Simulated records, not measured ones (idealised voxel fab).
A process module follows: voxel fin reveal.
It is cross-section cut that appears here, measuring 295 nm in width, its square cells being 5 nm in size.
We lay out every cross-section as a grid of square cells and spell it out in bands from the top down, where one band means one or more rows of cells.
The entry gives the band's vertical extent as a top height and a bottom height in nm, then its horizontal make-up as materials from left to right, each with a width in nm. "blank" stands for empty space; a single material marked "edge to edge" fills the band edge to edge.
Convention: height 0 is the level below which the wafer, as received, is all one material. The lowest band does not terminate at the bottom but continues downward, represented as "z 0 and below".
When a width is written as two numbers, as in "30->40", the first number is the width in the top row of cells of the band and the second is the width in its bottom row, and the width changes by the same amount from each row to the next.
You'll sometimes find "all unchanged" written for a step, and that's the way of saying that nowhere in the cross-section did a cell change during that step.
Voids not open to the top, 8 cells minimum: see "Sealed internal cavities". Written width x height at distance; distance is from the left edge; nm.
Post-settings text on a step line: simulator's own remark regarding the step.
When a step includes a mask, the "overlay nm" setting on its line states how far to the right of its planned place that mask lay, and negative values state how far to the left.
### Process steps foreseen in the plan
1. RECEIVE, material Si
2. CONFORMAL_DEP, material SiN, thk nm 5
3. PATTERN, tone cover, mask id FINS, material resist, width nm 15, pitch nm 35, thk nm 15, overlay nm -15
4. DIRECTIONAL_ETCH, etch materials SiN, depth nm 5
5. DIRECTIONAL_ETCH, etch materials Si, depth nm 40
6. STRIP, etch materials resist
7. OXIDIZE, depth nm 5
8. FILL_DEP, material SiO2, thk nm 5
9. CMP, height nm 5
10. SELECTIVE_ETCH, etch materials SiO2, depth nm 20
11. STRIP, etch materials SiN
12. CONFORMAL_DEP, material SiO2, thk nm 5
Quick note for whoever runs this: the wafers start identical, but the overlay nm at step 3 isn't the same across them. The plan just shows what the first wafer had.
### Cross-section of the first incoming wafer of several, state after step 1
	z 0 and below: Si edge to edge
	Sealed internal cavities: none
### Rows = wafers. At module end, each row lists per material the cells gained (+) or lost (-) since the wafer was received, then the closed voids
overlay nm -15, -513 Si, +413 SiO2, Sealed internal cavities: none
overlay nm -10, -513 Si, +413 SiO2, Sealed internal cavities: none
overlay nm -5, -513 Si, +413 SiO2, Sealed internal cavities: none
overlay nm 0, -513 Si, +413 SiO2, Sealed internal cavities: none
overlay nm 5, -513 Si, +413 SiO2, Sealed internal cavities: none
overlay nm 10, -513 Si, +413 SiO2, Sealed internal cavities: none
overlay nm 15, -513 Si, +413 SiO2, Sealed internal cavities: none
